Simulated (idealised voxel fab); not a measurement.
You're looking at the process module voxel capacitor over wiring.
Xsec cut, 220 nm wide, square cell size 5 nm.
When this document writes out a cross-section, it uses a grid of square cells and lists it as bands, beginning at the top and moving down, with a band standing for one or more rows of cells.
Read a band's entry like this: the first values are the height of its top and the height of its bottom in nm, and what follows is the sequence of materials from left to right, each with its width in nm. Note that "blank" is empty space, and that a single material marked "edge to edge" reaches across the band from edge to edge.
Zero point of the height axis is 0; under it, received wafer = one material. Lowest band: continues down indefinitely, "top 0, no bottom".
Width: "30..40" (first number = top row, second number = bottom row, same change from row to row of cells).
Reading "changes: none" for a step: not a cell of the cross-section changed in it.
Voids not open to the top, 8 cells minimum: see "Encapsulated voids". Written width x height at distance; distance is from the left edge; nm.
Past the settings on a step's line: simulator remark, on that step.
overlay nm: for a step with a mask, the amount by which the mask lay right of where it was planned; a negative amount means left of it.
Pairs ahead. Before: cross-section ahead of one process step. After: cross-section once the step is done, shown to the lowest changed band only. Under each pair: that step, with settings. Caution: pairs may come from different runs of this module on the same starting wafer; a pair follows the pair above only where its "Before processing" entry says so.

Before processing
  top 0, no bottom: Si edge to edge
  Encapsulated voids: none

Structure After Step
  top 10, bottom 0: SiO2 edge to edge
  Under the height 0 nothing was changed.
  Encapsulated voids: none
Between the two cross-sections shown above lies CONFORMAL_DEP (material SiO2; thk nm 10)

Before processing: it's just the after picture from the pair right above this one.

Structure After Step
  top 15, bottom 10: SiCN edge to edge
  Under the height 10 nothing was changed.
  Encapsulated voids: none
Between the two cross-sections shown above lies CONFORMAL_DEP (material SiCN; thk nm 5)

Before processing: it's just the after picture from the pair right above this one.

Structure After Step
  top 40, bottom 15: SiO2 edge to edge
  Under the height 15 nothing was changed.
  Encapsulated voids: none
Between the two cross-sections shown above lies DIRECTIONAL_DEP (material SiO2; thk nm 25)

Before processing: it's just the after picture from the pair right above this one.

Structure After Step
  top 40, bottom 15: 50 of SiO2 | 30 of blank | 55 of SiO2 | 30 of blank | 55 of SiO2
  Under the height 15 nothing was changed.
  Encapsulated voids: none
Between the two cross-sections shown above lies MASKED_ETCH (tone open; mask id METAL_1; width nm 30; pitch nm 85; etch materials SiO2; depth nm 25; overlay nm 0)

Before processing: it's just the after picture from the pair right above this one.

Structure After Step
  top 40, bottom 15: 50 of SiO2 | 30 of blank | 55 of SiO2 | 30 of blank | 55 of SiO2
  top 15, bottom 10: 50 of SiCN | 30 of blank | 55 of SiCN | 30 of blank | 55 of SiCN
  Under the height 10 nothing was changed.
  Encapsulated voids: none
Between the two cross-sections shown above lies MASKED_ETCH (tone open; mask id METAL_1; width nm 30; pitch nm 85; etch materials SiCN; depth nm 5; overlay nm 0)

Before processing: it's just the after picture from the pair right above this one.

Structure After Step
  top 45, bottom 40: 55 of TiN | 20 of blank | 65 of TiN | 20 of blank | 60 of TiN
  top 40, bottom 15: 50 of SiO2 | 5 of TiN | 20 of blank | 5 of TiN | 55 of SiO2 | 5 of TiN | 20 of blank | 5 of TiN | 55 of SiO2
  top 15, bottom 10: 50 of SiCN | 30 of TiN | 55 of SiCN | 30 of TiN | 55 of SiCN
  Under the height 10 nothing was changed.
  Encapsulated voids: none
Between the two cross-sections shown above lies CONFORMAL_DEP (material TiN; thk nm 5)

Before processing: it's just the after picture from the pair right above this one.

Structure After Step
  top 55, bottom 45: Ru edge to edge
  top 45, bottom 40: 55 of TiN | 20 of Ru | 65 of TiN | 20 of Ru | 60 of TiN
  top 40, bottom 15: 50 of SiO2 | 5 of TiN | 20 of Ru | 5 of TiN | 55 of SiO2 | 5 of TiN | 20 of Ru | 5 of TiN | 55 of SiO2
  Under the height 15 nothing was changed.
  Encapsulated voids: none
Between the two cross-sections shown above lies FILL_DEP (material Ru; thk nm 10)

Before processing: it's just the after picture from the pair right above this one.

Structure After Step
  top 40, bottom 15: 50 of SiO2 | 5 of TiN | 20 of Ru | 5 of TiN | 55 of SiO2 | 5 of TiN | 20 of Ru | 5 of TiN | 55 of SiO2
  Under the height 15 nothing was changed.
  Encapsulated voids: none
Between the two cross-sections shown above lies CMP (height nm 40)

Before processing: it's just the after picture from the pair right above this one.

Structure After Step
  top 45, bottom 40: SiCN edge to edge
  Under the height 40 nothing was changed.
  Encapsulated voids: none
Between the two cross-sections shown above lies CONFORMAL_DEP (material SiCN; thk nm 5)

Before processing: it's just the after picture from the pair right above this one.

Structure After Step
  top 60, bottom 45: SiO2 edge to edge
  Under the height 45 nothing was changed.
  Encapsulated voids: none
Between the two cross-sections shown above lies DIRECTIONAL_DEP (material SiO2; thk nm 15)

Before processing: it's just the after picture from the pair right above this one.

Structure After Step
  top 70, bottom 60: aC edge to edge
  Under the height 60 nothing was changed.
  Encapsulated voids: none
Between the two cross-sections shown above lies DIRECTIONAL_DEP (material aC; thk nm 10)

Before processing: it's just the after picture from the pair right above this one.

Structure After Step
  top 100, bottom 70: 65 of resist | 15 of blank | 140 of resist
  Under the height 70 nothing was changed.
  Encapsulated voids: none
Between the two cross-sections shown above lies PATTERN (tone open; mask id PLUG_1; material resist; width nm 15; thk nm 30; overlay nm 0)

Before processing: it's just the after picture from the pair right above this one.

Structure After Step
  top 90, bottom 70: 65 of resist | 15 of blank | 140 of resist
  top 70, bottom 60: 65 of aC | 15 of blank | 140 of aC
  Under the height 60 nothing was changed.
  Encapsulated voids: none
Between the two cross-sections shown above lies DIRECTIONAL_ETCH (etch materials aC; depth nm 10)

Before processing: it's just the after picture from the pair right above this one.

Structure After Step
  top 70, bottom 60: 65 of aC | 15 of blank | 140 of aC
  Under the height 60 nothing was changed.
  Encapsulated voids: none
Between the two cross-sections shown above lies STRIP (etch materials resist)

Before processing: it's just the after picture from the pair right above this one.

Structure After Step
  top 70, bottom 60: 65 of aC | 15 of blank | 140 of aC
  top 60, bottom 45: 65 of SiO2 | 15 of blank | 140 of SiO2
  Under the height 45 nothing was changed.
  Encapsulated voids: none
Between the two cross-sections shown above lies DIRECTIONAL_ETCH (etch materials SiO2; depth nm 15)

Before processing: it's just the after picture from the pair right above this one.

Structure After Step
  top 70, bottom 60: 65 of aC | 15 of blank | 140 of aC
  top 60, bottom 45: 65 of SiO2 | 15 of blank | 140 of SiO2
  top 45, bottom 40: 65 of SiCN | 15 of blank | 140 of SiCN
  Under the height 40 nothing was changed.
  Encapsulated voids: none
Between the two cross-sections shown above lies DIRECTIONAL_ETCH (etch materials SiCN; depth nm 5)

Before processing: it's just the after picture from the pair right above this one.

Structure After Step
  top 60, bottom 45: 65 of SiO2 | 15 of blank | 140 of SiO2
  Under the height 45 nothing was changed.
  Encapsulated voids: none
Between the two cross-sections shown above lies STRIP (etch materials aC)

Before processing: it's just the after picture from the pair right above this one.

Structure After Step
  top 65, bottom 60: 70 of TiN | 5 of blank | 145 of TiN
  top 60, bottom 45: 65 of SiO2 | 5 of TiN | 5 of blank | 5 of TiN | 140 of SiO2
  top 45, bottom 40: 65 of SiCN | 15 of TiN | 140 of SiCN
  Under the height 40 nothing was changed.
  Encapsulated voids: none
Between the two cross-sections shown above lies CONFORMAL_DEP (material TiN; thk nm 5)

Before processing: it's just the after picture from the pair right above this one.

Structure After Step
  top 75, bottom 65: Ru edge to edge
  top 65, bottom 60: 70 of TiN | 5 of Ru | 145 of TiN
  top 60, bottom 45: 65 of SiO2 | 5 of TiN | 5 of Ru | 5 of TiN | 140 of SiO2
  Under the height 45 nothing was changed.
  Encapsulated voids: none
Between the two cross-sections shown above lies FILL_DEP (material Ru; thk nm 10)

Before processing: it's just the after picture from the pair right above this one.

Structure After Step
  top 60, bottom 45: 65 of SiO2 | 5 of TiN | 5 of Ru | 5 of TiN | 140 of SiO2
  Under the height 45 nothing was changed.
  Encapsulated voids: none
Between the two cross-sections shown above lies CMP (height nm 60)

Before processing: it's just the after picture from the pair right above this one.

Structure After Step
  top 70, bottom 60: TiN edge to edge
  Under the height 60 nothing was changed.
  Encapsulated voids: none
Between the two cross-sections shown above lies DIRECTIONAL_DEP (material TiN; thk nm 10)

Before processing: it's just the after picture from the pair right above this one.

Structure After Step
  top 75, bottom 70: HfO2 edge to edge
  Under the height 70 nothing was changed.
  Encapsulated voids: none
Between the two cross-sections shown above lies DIRECTIONAL_DEP (material HfO2; thk nm 5)

Before processing: it's just the after picture from the pair right above this one.

Structure After Step
  top 85, bottom 75: TiN edge to edge
  Under the height 75 nothing was changed.
  Encapsulated voids: none
Between the two cross-sections shown above lies DIRECTIONAL_DEP (material TiN; thk nm 10)

Before processing: it's just the after picture from the pair right above this one.

Structure After Step
  top 95, bottom 85: aC edge to edge
  Under the height 85 nothing was changed.
  Encapsulated voids: none
Between the two cross-sections shown above lies DIRECTIONAL_DEP (material aC; thk nm 10)

Before processing: it's just the after picture from the pair right above this one.

Structure After Step
  top 120, bottom 95: 65 of blank | 60 of resist | 95 of blank
  Under the height 95 nothing was changed.
  Encapsulated voids: none
Between the two cross-sections shown above lies PATTERN (tone cover; mask id UPPER_PLATE; material resist; width nm 60; thk nm 25; overlay nm 0)

Before processing: it's just the after picture from the pair right above this one.

Structure After Step
  top 110, bottom 95: 65 of blank | 60 of resist | 95 of blank
  top 95, bottom 85: 65 of blank | 60 of aC | 95 of blank
  Under the height 85 nothing was changed.
  Encapsulated voids: none
Between the two cross-sections shown above lies DIRECTIONAL_ETCH (etch materials aC; depth nm 10)

Before processing: it's just the after picture from the pair right above this one.

Structure After Step
  top 95, bottom 85: 65 of blank | 60 of aC | 95 of blank
  Under the height 85 nothing was changed.
  Encapsulated voids: none
Between the two cross-sections shown above lies STRIP (etch materials resist)

Before processing: it's just the after picture from the pair right above this one.

Structure After Step
  top 95, bottom 85: 65 of blank | 60 of aC | 95 of blank
  top 85, bottom 75: 65 of blank | 60 of TiN | 95 of blank
  Under the height 75 nothing was changed.
  Encapsulated voids: none
Between the two cross-sections shown above lies DIRECTIONAL_ETCH (etch materials TiN; depth nm 10)

Before processing: it's just the after picture from the pair right above this one.

Structure After Step
  top 95, bottom 85: 65 of blank | 60 of aC | 95 of blank
  top 85, bottom 75: 65 of blank | 60 of TiN | 95 of blank
  top 75, bottom 70: 65 of blank | 60 of HfO2 | 95 of blank
  Under the height 70 nothing was changed.
  Encapsulated voids: none
Between the two cross-sections shown above lies DIRECTIONAL_ETCH (etch materials HfO2; depth nm 5)

Before processing: it's just the after picture from the pair right above this one.

Structure After Step
  top 85, bottom 75: 65 of blank | 60 of TiN | 95 of blank
  Under the height 75 nothing was changed.
  Encapsulated voids: none
Between the two cross-sections shown above lies STRIP (etch materials aC)

Before processing: it's just the after picture from the pair right above this one.

Structure After Step
  top 100, bottom 85: 65 of blank | 60 of aC | 95 of blank
  top 85, bottom 75: 65 of aC | 60 of TiN | 95 of aC
  top 75, bottom 70: 65 of aC | 60 of HfO2 | 95 of aC
  Under the height 70 nothing was changed.
  Encapsulated voids: none
Between the two cross-sections shown above lies DIRECTIONAL_DEP (material aC; thk nm 15)

Before processing: it's just the after picture from the pair right above this one.

Structure After Step
  top 130, bottom 100: 60 of blank | 70 of resist | 90 of blank
  top 100, bottom 85: 60 of blank | 5 of resist | 60 of aC | 5 of resist | 90 of blank
  Under the height 85 nothing was changed.
  Encapsulated voids: none
Between the two cross-sections shown above lies PATTERN (tone cover; mask id LOWER_PLATE; material resist; width nm 70; thk nm 30; overlay nm 0)

Before processing: it's just the after picture from the pair right above this one.

Structure After Step
  top 115, bottom 100: 60 of blank | 70 of resist | 90 of blank
  top 100, bottom 85: 60 of blank | 5 of resist | 60 of aC | 5 of resist | 90 of blank
  top 85, bottom 75: 60 of blank | 5 of aC | 60 of TiN | 5 of aC | 90 of blank
  top 75, bottom 70: 60 of blank | 5 of aC | 60 of HfO2 | 5 of aC | 90 of blank
  Under the height 70 nothing was changed.
  Encapsulated voids: none
Between the two cross-sections shown above lies DIRECTIONAL_ETCH (etch materials aC; depth nm 15)

Before processing: it's just the after picture from the pair right above this one.

Structure After Step
  top 100, bottom 85: 65 of blank | 60 of aC | 95 of blank
  Under the height 85 nothing was changed.
  Encapsulated voids: none
Between the two cross-sections shown above lies STRIP (etch materials resist)

Before processing: it's just the after picture from the pair right above this one.

Structure After Step
  top 100, bottom 85: 65 of blank | 60 of aC | 95 of blank
  top 85, bottom 75: 60 of blank | 5 of aC | 60 of TiN | 5 of aC | 90 of blank
  top 75, bottom 70: 60 of blank | 5 of aC | 60 of HfO2 | 5 of aC | 90 of blank
  top 70, bottom 60: 60 of blank | 70 of TiN | 90 of blank
  Under the height 60 nothing was changed.
  Encapsulated voids: none
Between the two cross-sections shown above lies DIRECTIONAL_ETCH (etch materials TiN; depth nm 10)

Before processing: it's just the after picture from the pair right above this one.

Structure After Step
  top 85, bottom 75: 65 of blank | 60 of TiN | 95 of blank
  top 75, bottom 70: 65 of blank | 60 of HfO2 | 95 of blank
  Under the height 70 nothing was changed.
  Encapsulated voids: none
Between the two cross-sections shown above lies STRIP (etch materials aC)

Before processing: it's just the after picture from the pair right above this one.

Structure After Step
  top 100, bottom 85: SiO2 edge to edge
  top 85, bottom 75: 65 of SiO2 | 60 of TiN | 95 of SiO2
  top 75, bottom 70: 65 of SiO2 | 60 of HfO2 | 95 of SiO2
  top 70, bottom 60: 60 of SiO2 | 70 of TiN | 90 of SiO2
  Under the height 60 nothing was changed.
  Encapsulated voids: none
Between the two cross-sections shown above lies FILL_DEP (material SiO2; thk nm 15)

Before processing: it's just the after picture from the pair right above this one.

Structure After Step
  top 95, bottom 85: SiO2 edge to edge
  Under the height 85 nothing was changed.
  Encapsulated voids: none
Between the two cross-sections shown above lies CMP (height nm 95)

Before processing: it's just the after picture from the pair right above this one.

Structure After Step
  top 95, bottom 85: 75 of SiO2 | 15 of blank | 130 of SiO2
  Under the height 85 nothing was changed.
  Encapsulated voids: none
Between the two cross-sections shown above lies MASKED_ETCH (tone open; mask id PLUG_2; width nm 15; etch materials SiO2; depth nm 10; overlay nm 0)

Before processing: it's just the after picture from the pair right above this one.

Structure After Step
  top 100, bottom 95: 80 of TiN | 5 of blank | 135 of TiN
  top 95, bottom 90: 75 of SiO2 | 5 of TiN | 5 of blank | 5 of TiN | 130 of SiO2
  top 90, bottom 85: 75 of SiO2 | 15 of TiN | 130 of SiO2
  Under the height 85 nothing was changed.
  Encapsulated voids: none
Between the two cross-sections shown above lies CONFORMAL_DEP (material TiN; thk nm 5)

Before processing: it's just the after picture from the pair right above this one.

Structure After Step
  top 110, bottom 100: W edge to edge
  top 100, bottom 95: 80 of TiN | 5 of W | 135 of TiN
  top 95, bottom 90: 75 of SiO2 | 5 of TiN | 5 of W | 5 of TiN | 130 of SiO2
  Under the height 90 nothing was changed.
  Encapsulated voids: none
Between the two cross-sections shown above lies FILL_DEP (material W; thk nm 10)

Before processing: it's just the after picture from the pair right above this one.

Structure After Step
  top 95, bottom 90: 75 of SiO2 | 5 of TiN | 5 of W | 5 of TiN | 130 of SiO2
  Under the height 90 nothing was changed.
  Encapsulated voids: none
Between the two cross-sections shown above lies CMP (height nm 95)

Before processing: it's just the after picture from the pair right above this one.

Structure After Step
  top 100, bottom 95: SiN edge to edge
  Under the height 95 nothing was changed.
  Encapsulated voids: none
Between the two cross-sections shown above lies CONFORMAL_DEP (material SiN; thk nm 5)

Before processing
  top 110, bottom 100: W edge to edge
  top 100, bottom 95: 80 of TiN | 5 of W | 135 of TiN
  top 95, bottom 90: 75 of SiO2 | 5 of TiN | 5 of W | 5 of TiN | 130 of SiO2
  top 90, bottom 85: 75 of SiO2 | 15 of TiN | 130 of SiO2
  top 85, bottom 75: 65 of SiO2 | 60 of TiN | 95 of SiO2
  top 75, bottom 70: 65 of SiO2 | 60 of HfO2 | 95 of SiO2
  top 70, bottom 60: 60 of SiO2 | 70 of TiN | 90 of SiO2
  top 60, bottom 45: 65 of SiO2 | 5 of TiN | 5 of Ru | 5 of TiN | 140 of SiO2
  top 45, bottom 40: 65 of SiCN | 15 of TiN | 140 of SiCN
  top 40, bottom 15: 50 of SiO2 | 5 of TiN | 20 of Ru | 5 of TiN | 55 of SiO2 | 5 of TiN | 20 of Ru | 5 of TiN | 55 of SiO2
  top 15, bottom 10: 50 of SiCN | 30 of TiN | 55 of SiCN | 30 of TiN | 55 of SiCN
  top 10, bottom 0: SiO2 edge to edge
  top 0, no bottom: Si edge to edge
  Encapsulated voids: none

Structure After Step
  top 115, bottom 110: SiN edge to edge
  Under the height 110 nothing was changed.
  Encapsulated voids: none
Between the two cross-sections shown above lies CONFORMAL_DEP (material SiN; thk nm 5)

Before processing
  top 110, bottom 95: 65 of blank | 60 of resist | 95 of blank
  top 95, bottom 85: 65 of blank | 60 of aC | 95 of blank
  top 85, bottom 75: TiN edge to edge
  top 75, bottom 70: HfO2 edge to edge
  top 70, bottom 60: TiN edge to edge
  top 60, bottom 45: 65 of SiO2 | 5 of TiN | 5 of Ru | 5 of TiN | 140 of SiO2
  top 45, bottom 40: 65 of SiCN | 15 of TiN | 140 of SiCN
  top 40, bottom 15: 50 of SiO2 | 5 of TiN | 20 of Ru | 5 of TiN | 55 of SiO2 | 5 of TiN | 20 of Ru | 5 of TiN | 55 of SiO2
  top 15, bottom 10: 50 of SiCN | 30 of TiN | 55 of SiCN | 30 of TiN | 55 of SiCN
  top 10, bottom 0: SiO2 edge to edge
  top 0, no bottom: Si edge to edge
  Encapsulated voids: none

Structure After Step
  top 100, bottom 95: 65 of blank | 60 of resist | 95 of blank
  Under the height 95 nothing was changed.
  Encapsulated voids: none
Between the two cross-sections shown above lies DIRECTIONAL_ETCH (etch materials aC; depth nm 10)

Before processing: it's just the after picture from the pair right above this one.

Structure After Step
  top 95, bottom 85: 65 of blank | 60 of aC | 95 of blank
  Under the height 85 nothing was changed.
  Encapsulated voids: none
Between the two cross-sections shown above lies STRIP (etch materials resist)

Before processing
  top 60, bottom 45: 65 of SiO2 | 5 of TiN | 5 of Ru | 5 of TiN | 140 of SiO2
  top 45, bottom 40: 65 of SiCN | 15 of TiN | 140 of SiCN
  top 40, bottom 15: 50 of SiO2 | 5 of TiN | 20 of Ru | 5 of TiN | 55 of SiO2 | 5 of TiN | 20 of Ru | 5 of TiN | 55 of SiO2
  top 15, bottom 10: 50 of SiCN | 30 of TiN | 55 of SiCN | 30 of TiN | 55 of SiCN
  top 10, bottom 0: SiO2 edge to edge
  top 0, no bottom: Si edge to edge
  Encapsulated voids: none

Structure After Step
  top 65, bottom 60: HfO2 edge to edge
  Under the height 60 nothing was changed.
  Encapsulated voids: none
Between the two cross-sections shown above lies DIRECTIONAL_DEP (material HfO2; thk nm 5)

Before processing: it's just the after picture from the pair right above this one.

Structure After Step
  top 75, bottom 65: TiN edge to edge
  Under the height 65 nothing was changed.
  Encapsulated voids: none
Between the two cross-sections shown above lies DIRECTIONAL_DEP (material TiN; thk nm 10)

Before processing: it's just the after picture from the pair right above this one.

Structure After Step
  top 85, bottom 65: TiN edge to edge
  Under the height 65 nothing was changed.
  Encapsulated voids: none
Between the two cross-sections shown above lies DIRECTIONAL_DEP (material TiN; thk nm 10)

Before processing: it's just the after picture from the pair right above this one.

Structure After Step
  top 95, bottom 85: aC edge to edge
  Under the height 85 nothing was changed.
  Encapsulated voids: none
Between the two cross-sections shown above lies DIRECTIONAL_DEP (material aC; thk nm 10)

Before processing: it's just the after picture from the pair right above this one.

Structure After Step
  top 120, bottom 95: 65 of blank | 60 of resist | 95 of blank
  Under the height 95 nothing was changed.
  Encapsulated voids: none
Between the two cross-sections shown above lies PATTERN (tone cover; mask id UPPER_PLATE; material resist; width nm 60; thk nm 25; overlay nm 0)

Before processing: it's just the after picture from the pair right above this one.

Structure After Step
  top 110, bottom 95: 65 of blank | 60 of resist | 95 of blank
  top 95, bottom 85: 65 of blank | 60 of aC | 95 of blank
  Under the height 85 nothing was changed.
  Encapsulated voids: none
Between the two cross-sections shown above lies DIRECTIONAL_ETCH (etch materials aC; depth nm 10)

Before processing: it's just the after picture from the pair right above this one.

Structure After Step
  top 95, bottom 85: 65 of blank | 60 of aC | 95 of blank
  Under the height 85 nothing was changed.
  Encapsulated voids: none
Between the two cross-sections shown above lies STRIP (etch materials resist)

Before processing: it's just the after picture from the pair right above this one.

Structure After Step
  top 95, bottom 85: 65 of blank | 60 of aC | 95 of blank
  top 85, bottom 75: 65 of blank | 60 of TiN | 95 of blank
  Under the height 75 nothing was changed.
  Encapsulated voids: none
Between the two cross-sections shown above lies DIRECTIONAL_ETCH (etch materials TiN; depth nm 10)

Before processing: it's just the after picture from the pair right above this one.

Structure After Step
  top 85, bottom 75: 65 of blank | 60 of TiN | 95 of blank
  Under the height 75 nothing was changed.
  Encapsulated voids: none
Between the two cross-sections shown above lies STRIP (etch materials aC)

Before processing: it's just the after picture from the pair right above this one.

Structure After Step
  top 100, bottom 90: 65 of blank | 60 of aC | 95 of blank
  top 90, bottom 85: aC edge to edge
  top 85, bottom 75: 65 of aC | 60 of TiN | 95 of aC
  Under the height 75 nothing was changed.
  Encapsulated voids: none
Between the two cross-sections shown above lies DIRECTIONAL_DEP (material aC; thk nm 15)

Before processing: it's just the after picture from the pair right above this one.

Structure After Step
  top 130, bottom 100: 60 of blank | 70 of resist | 90 of blank
  top 100, bottom 90: 60 of blank | 5 of resist | 60 of aC | 5 of resist | 90 of blank
  Under the height 90 nothing was changed.
  Encapsulated voids: none
Between the two cross-sections shown above lies PATTERN (tone cover; mask id LOWER_PLATE; material resist; width nm 70; thk nm 30; overlay nm 0)

Before processing: it's just the after picture from the pair right above this one.

Structure After Step
  top 115, bottom 100: 60 of blank | 70 of resist | 90 of blank
  top 100, bottom 90: 60 of blank | 5 of resist | 60 of aC | 5 of resist | 90 of blank
  top 90, bottom 85: 60 of blank | 70 of aC | 90 of blank
  top 85, bottom 75: 60 of blank | 5 of aC | 60 of TiN | 5 of aC | 90 of blank
  Under the height 75 nothing was changed.
  Encapsulated voids: none
Between the two cross-sections shown above lies DIRECTIONAL_ETCH (etch materials aC; depth nm 15)

Before processing: it's just the after picture from the pair right above this one.

Structure After Step
  top 100, bottom 90: 65 of blank | 60 of aC | 95 of blank
  Under the height 90 nothing was changed.
  Encapsulated voids: none
Between the two cross-sections shown above lies STRIP (etch materials resist)

Before processing: it's just the after picture from the pair right above this one.

Structure After Step
  top 100, bottom 90: 65 of blank | 60 of aC | 95 of blank
  top 90, bottom 85: 60 of blank | 70 of aC | 90 of blank
  top 85, bottom 75: 60 of blank | 5 of aC | 60 of TiN | 5 of aC | 90 of blank
  top 75, bottom 65: 60 of blank | 70 of TiN | 90 of blank
  Under the height 65 nothing was changed.
  Encapsulated voids: none
Between the two cross-sections shown above lies DIRECTIONAL_ETCH (etch materials TiN; depth nm 10)

Before processing: it's just the after picture from the pair right above this one.

Structure After Step
  top 85, bottom 75: 65 of blank | 60 of TiN | 95 of blank
  Under the height 75 nothing was changed.
  Encapsulated voids: none
Between the two cross-sections shown above lies STRIP (etch materials aC)

Before processing: it's just the after picture from the pair right above this one.

Structure After Step
  top 100, bottom 85: SiO2 edge to edge
  top 85, bottom 75: 65 of SiO2 | 60 of TiN | 95 of SiO2
  top 75, bottom 65: 60 of SiO2 | 70 of TiN | 90 of SiO2
  Under the height 65 nothing was changed.
  Encapsulated voids: none
Between the two cross-sections shown above lies FILL_DEP (material SiO2; thk nm 15)

Before processing: it's just the after picture from the pair right above this one.

Structure After Step
  top 95, bottom 85: SiO2 edge to edge
  Under the height 85 nothing was changed.
  Encapsulated voids: none
Between the two cross-sections shown above lies CMP (height nm 95)

Before processing: it's just the after picture from the pair right above this one.

Structure After Step
  top 95, bottom 85: 75 of SiO2 | 15 of blank | 130 of SiO2
  Under the height 85 nothing was changed.
  Encapsulated voids: none
Between the two cross-sections shown above lies MASKED_ETCH (tone open; mask id PLUG_2; width nm 15; etch materials SiO2; depth nm 10; overlay nm 0)

Before processing: it's just the after picture from the pair right above this one.

Structure After Step
  top 100, bottom 95: 80 of TiN | 5 of blank | 135 of TiN
  top 95, bottom 90: 75 of SiO2 | 5 of TiN | 5 of blank | 5 of TiN | 130 of SiO2
  top 90, bottom 85: 75 of SiO2 | 15 of TiN | 130 of SiO2
  Under the height 85 nothing was changed.
  Encapsulated voids: none
Between the two cross-sections shown above lies CONFORMAL_DEP (material TiN; thk nm 5)

Before processing: it's just the after picture from the pair right above this one.

Structure After Step
  top 110, bottom 100: W edge to edge
  top 100, bottom 95: 80 of TiN | 5 of W | 135 of TiN
  top 95, bottom 90: 75 of SiO2 | 5 of TiN | 5 of W | 5 of TiN | 130 of SiO2
  Under the height 90 nothing was changed.
  Encapsulated voids: none
Between the two cross-sections shown above lies FILL_DEP (material W; thk nm 10)

Before processing: it's just the after picture from the pair right above this one.

Structure After Step
  top 95, bottom 90: 75 of SiO2 | 5 of TiN | 5 of W | 5 of TiN | 130 of SiO2
  Under the height 90 nothing was changed.
  Encapsulated voids: none
Between the two cross-sections shown above lies CMP (height nm 95)

Before processing: it's just the after picture from the pair right above this one.

Structure After Step
  top 100, bottom 95: SiN edge to edge
  Under the height 95 nothing was changed.
  Encapsulated voids: none
Between the two cross-sections shown above lies CONFORMAL_DEP (material SiN; thk nm 5)

Before processing
  top 55, bottom 45: Ru edge to edge
  top 45, bottom 40: 55 of TiN | 20 of Ru | 65 of TiN | 20 of Ru | 60 of TiN
  top 40, bottom 15: 50 of SiO2 | 5 of TiN | 20 of Ru | 5 of TiN | 55 of SiO2 | 5 of TiN | 20 of Ru | 5 of TiN | 55 of SiO2
  top 15, bottom 10: 50 of SiCN | 30 of TiN | 55 of SiCN | 30 of TiN | 55 of SiCN
  top 10, bottom 0: SiO2 edge to edge
  top 0, no bottom: Si edge to edge
  Encapsulated voids: none

Structure After Step
  top 30, bottom 15: 50 of SiO2 | 5 of TiN | 20 of Ru | 5 of TiN | 55 of SiO2 | 5 of TiN | 20 of Ru | 5 of TiN | 55 of SiO2
  Under the height 15 nothing was changed.
  Encapsulated voids: none
Between the two cross-sections shown above lies CMP (height nm 30)

Before processing: it's just the after picture from the pair right above this one.

Structure After Step
  top 35, bottom 30: SiCN edge to edge
  Under the height 30 nothing was changed.
  Encapsulated voids: none
Between the two cross-sections shown above lies CONFORMAL_DEP (material SiCN; thk nm 5)

Before processing: it's just the after picture from the pair right above this one.

Structure After Step
  top 50, bottom 35: SiO2 edge to edge
  Under the height 35 nothing was changed.
  Encapsulated voids: none
Between the two cross-sections shown above lies DIRECTIONAL_DEP (material SiO2; thk nm 15)

Before processing: it's just the after picture from the pair right above this one.

Structure After Step
  top 60, bottom 50: aC edge to edge
  Under the height 50 nothing was changed.
  Encapsulated voids: none
Between the two cross-sections shown above lies DIRECTIONAL_DEP (material aC; thk nm 10)

Before processing: it's just the after picture from the pair right above this one.

Structure After Step
  top 90, bottom 60: 65 of resist | 15 of blank | 140 of resist
  Under the height 60 nothing was changed.
  Encapsulated voids: none
Between the two cross-sections shown above lies PATTERN (tone open; mask id PLUG_1; material resist; width nm 15; thk nm 30; overlay nm 0)

Before processing: it's just the after picture from the pair right above this one.

Structure After Step
  top 80, bottom 60: 65 of resist | 15 of blank | 140 of resist
  top 60, bottom 50: 65 of aC | 15 of blank | 140 of aC
  Under the height 50 nothing was changed.
  Encapsulated voids: none
Between the two cross-sections shown above lies DIRECTIONAL_ETCH (etch materials aC; depth nm 10)

Before processing: it's just the after picture from the pair right above this one.

Structure After Step
  top 60, bottom 50: 65 of aC | 15 of blank | 140 of aC
  Under the height 50 nothing was changed.
  Encapsulated voids: none
Between the two cross-sections shown above lies STRIP (etch materials resist)

Before processing: it's just the after picture from the pair right above this one.

Structure After Step
  top 60, bottom 50: 65 of aC | 15 of blank | 140 of aC
  top 50, bottom 35: 65 of SiO2 | 15 of blank | 140 of SiO2
  Under the height 35 nothing was changed.
  Encapsulated voids: none
Between the two cross-sections shown above lies DIRECTIONAL_ETCH (etch materials SiO2; depth nm 15)

Before processing: it's just the after picture from the pair right above this one.

Structure After Step
  top 60, bottom 50: 65 of aC | 15 of blank | 140 of aC
  top 50, bottom 35: 65 of SiO2 | 15 of blank | 140 of SiO2
  top 35, bottom 30: 65 of SiCN | 15 of blank | 140 of SiCN
  Under the height 30 nothing was changed.
  Encapsulated voids: none
Between the two cross-sections shown above lies DIRECTIONAL_ETCH (etch materials SiCN; depth nm 5)

Before processing: it's just the after picture from the pair right above this one.

Structure After Step
  top 50, bottom 35: 65 of SiO2 | 15 of blank | 140 of SiO2
  Under the height 35 nothing was changed.
  Encapsulated voids: none
Between the two cross-sections shown above lies STRIP (etch materials aC)

Before processing: it's just the after picture from the pair right above this one.

Structure After Step
  top 55, bottom 50: 70 of TiN | 5 of blank | 145 of TiN
  top 50, bottom 35: 65 of SiO2 | 5 of TiN | 5 of blank | 5 of TiN | 140 of SiO2
  top 35, bottom 30: 65 of SiCN | 15 of TiN | 140 of SiCN
  Under the height 30 nothing was changed.
  Encapsulated voids: none
Between the two cross-sections shown above lies CONFORMAL_DEP (material TiN; thk nm 5)

Before processing: it's just the after picture from the pair right above this one.

Structure After Step
  top 65, bottom 55: Ru edge to edge
  top 55, bottom 50: 70 of TiN | 5 of Ru | 145 of TiN
  top 50, bottom 35: 65 of SiO2 | 5 of TiN | 5 of Ru | 5 of TiN | 140 of SiO2
  Under the height 35 nothing was changed.
  Encapsulated voids: none
Between the two cross-sections shown above lies FILL_DEP (material Ru; thk nm 10)

Before processing: it's just the after picture from the pair right above this one.

Structure After Step
  top 60, bottom 55: Ru edge to edge
  Under the height 55 nothing was changed.
  Encapsulated voids: none
Between the two cross-sections shown above lies CMP (height nm 60)

Before processing: it's just the after picture from the pair right above this one.

Structure After Step
  top 70, bottom 60: TiN edge to edge
  Under the height 60 nothing was changed.
  Encapsulated voids: none
Between the two cross-sections shown above lies DIRECTIONAL_DEP (material TiN; thk nm 10)

Before processing: it's just the after picture from the pair right above this one.

Structure After Step
  top 75, bottom 70: HfO2 edge to edge
  Under the height 70 nothing was changed.
  Encapsulated voids: none
Between the two cross-sections shown above lies DIRECTIONAL_DEP (material HfO2; thk nm 5)

Before processing: it's just the after picture from the pair right above this one.

Structure After Step
  top 85, bottom 75: TiN edge to edge
  Under the height 75 nothing was changed.
  Encapsulated voids: none
Between the two cross-sections shown above lies DIRECTIONAL_DEP (material TiN; thk nm 10)
